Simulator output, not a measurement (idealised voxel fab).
process module | voxel double patterning
cross-section cut | 160 nm wide | cells 5 nm
A cross-section is a grid of square cells, given in bands from the top down. A band is one or more rows of cells.
Each band's line starts with the height of the band's top and of its bottom, in nm. Then come its materials from left to right, each with its width in nm. One material with "throughout" fills the band from edge to edge. "air" is empty space.
Height 0 is the level under which the wafer as received is all one material. The lowest band goes on downwards, as in "0 down".
A width such as "30 to 40" changes by the same amount from each row of cells to the next, from the band's top row to its bottom row.
"no change" after a step means that no cell of the cross-section changed.
closed voids: empty space of 8 cells or more with no open way to the top, each as width x height at its distance from the left edge, in nm
after a step's settings: what the simulator itself notes on the step
overlay nm, on a step with a mask: how far to the right of its planned place the mask lay; to the left if negative
plan
1 op RECEIVE | material Si
2 op CONFORMAL_DEP | material SiO2 | thk nm 10
3 op DIRECTIONAL_DEP | material polySi | thk nm 15
4 op DIRECTIONAL_DEP | material SiCN | thk nm 10
5 op MASKED_ETCH | tone open | mask id FIRST | width nm 15 | pitch nm 50 | etch materials SiCN | depth nm 10 | overlay nm 0
6 op DIRECTIONAL_DEP | material aC | thk nm 10
7 op PATTERN | tone open | mask id SECOND | material resist | width nm 15 | pitch nm 50 | thk nm 25 | overlay nm 0
8 op DIRECTIONAL_ETCH | etch materials aC | depth nm 10
9 op STRIP | etch materials resist
10 op DIRECTIONAL_ETCH | etch materials SiCN | depth nm 10
11 op STRIP | etch materials aC
12 op DIRECTIONAL_ETCH | etch materials polySi | depth nm 15
13 op STRIP | etch materials SiCN
first wafer, as planned
as received, after step 1
  0 down: Si throughout
  closed voids: none
after step 2
  10 to 0: SiO2 throughout
  below 0: unchanged
after step 3
  25 to 10: polySi throughout
  below 10: unchanged
after step 4
  35 to 25: SiCN throughout
  below 25: unchanged
after step 5
  35 to 25: SiCN 20 | air 15 | SiCN 35 | air 15 | SiCN 35 | air 15 | SiCN 25
  below 25: unchanged
after step 6
  45 to 35: aC 20 | air 15 | aC 35 | air 15 | aC 35 | air 15 | aC 25
  35 to 25: SiCN 20 | aC 15 | SiCN 35 | aC 15 | SiCN 35 | aC 15 | SiCN 25
  below 25: unchanged
after step 7
  70 to 45: resist 45 | air 15 | resist 35 | air 15 | resist 50
  45 to 35: aC 20 | resist 15 | aC 35 | resist 15 | aC 35 | resist 15 | aC 25
  below 35: unchanged
after step 8
  60 to 45: resist 45 | air 15 | resist 35 | air 15 | resist 50
  45 to 35: aC 20 | resist 15 | aC 10 | air 15 | aC 10 | resist 15 | aC 10 | air 15 | aC 10 | resist 15 | aC 25
  below 35: unchanged
after step 9
  45 to 35: aC 20 | air 15 | aC 10 | air 15 | aC 10 | air 15 | aC 10 | air 15 | aC 10 | air 15 | aC 25
  below 35: unchanged
after step 10
  45 to 35: aC 20 | air 15 | aC 10 | air 15 | aC 10 | air 15 | aC 10 | air 15 | aC 10 | air 15 | aC 25
  35 to 25: SiCN 20 | aC 15 | SiCN 10 | air 15 | SiCN 10 | aC 15 | SiCN 10 | air 15 | SiCN 10 | aC 15 | SiCN 25
  below 25: unchanged
after step 11
  35 to 25: SiCN 20 | air 15 | SiCN 10 | air 15 | SiCN 10 | air 15 | SiCN 10 | air 15 | SiCN 10 | air 15 | SiCN 25
  below 25: unchanged
after step 12
  35 to 25: SiCN 20 | air 15 | SiCN 10 | air 15 | SiCN 10 | air 15 | SiCN 10 | air 15 | SiCN 10 | air 15 | SiCN 25
  25 to 10: polySi 20 | air 15 | polySi 10 | air 15 | polySi 10 | air 15 | polySi 10 | air 15 | polySi 10 | air 15 | polySi 25
  below 10: unchanged
after step 13
  25 to 10: polySi 20 | air 15 | polySi 10 | air 15 | polySi 10 | air 15 | polySi 10 | air 15 | polySi 10 | air 15 | polySi 25
  below 10: unchanged
second wafer: like start, like plan, one mistake. Through step 1 it matches the first wafer
when step 2 should have ended
  10 to 0: polySi throughout
  below 0: unchanged
when step 3 should have ended
  25 to 0: polySi throughout
  below 0: unchanged
when step 4 should have ended
  35 to 25: SiCN throughout
  below 25: unchanged
when step 5 should have ended
  35 to 25: SiCN 20 | air 15 | SiCN 35 | air 15 | SiCN 35 | air 15 | SiCN 25
  below 25: unchanged
when step 6 should have ended
  45 to 35: aC 20 | air 15 | aC 35 | air 15 | aC 35 | air 15 | aC 25
  35 to 25: SiCN 20 | aC 15 | SiCN 35 | aC 15 | SiCN 35 | aC 15 | SiCN 25
  below 25: unchanged
when step 7 should have ended
  70 to 45: resist 45 | air 15 | resist 35 | air 15 | resist 50
  45 to 35: aC 20 | resist 15 | aC 35 | resist 15 | aC 35 | resist 15 | aC 25
  below 35: unchanged
when step 8 should have ended
  60 to 45: resist 45 | air 15 | resist 35 | air 15 | resist 50
  45 to 35: aC 20 | resist 15 | aC 10 | air 15 | aC 10 | resist 15 | aC 10 | air 15 | aC 10 | resist 15 | aC 25
  below 35: unchanged
when step 9 should have ended
  45 to 35: aC 20 | air 15 | aC 10 | air 15 | aC 10 | air 15 | aC 10 | air 15 | aC 10 | air 15 | aC 25
  below 35: unchanged
when step 10 should have ended
  45 to 35: aC 20 | air 15 | aC 10 | air 15 | aC 10 | air 15 | aC 10 | air 15 | aC 10 | air 15 | aC 25
  35 to 25: SiCN 20 | aC 15 | SiCN 10 | air 15 | SiCN 10 | aC 15 | SiCN 10 | air 15 | SiCN 10 | aC 15 | SiCN 25
  below 25: unchanged
when step 11 should have ended
  35 to 25: SiCN 20 | air 15 | SiCN 10 | air 15 | SiCN 10 | air 15 | SiCN 10 | air 15 | SiCN 10 | air 15 | SiCN 25
  below 25: unchanged
when step 12 should have ended
  35 to 25: SiCN 20 | air 15 | SiCN 10 | air 15 | SiCN 10 | air 15 | SiCN 10 | air 15 | SiCN 10 | air 15 | SiCN 25
  25 to 10: polySi 20 | air 15 | polySi 10 | air 15 | polySi 10 | air 15 | polySi 10 | air 15 | polySi 10 | air 15 | polySi 25
  below 10: unchanged
when step 13 should have ended
  25 to 10: polySi 20 | air 15 | polySi 10 | air 15 | polySi 10 | air 15 | polySi 10 | air 15 | polySi 10 | air 15 | polySi 25
  below 10: unchanged
what went wrong: step 2 ran as: op CONFORMAL_DEP | material polySi | thk nm 10
at the end the second wafer has, in cells: 64 fewer of SiO2 | 64 more of polySi
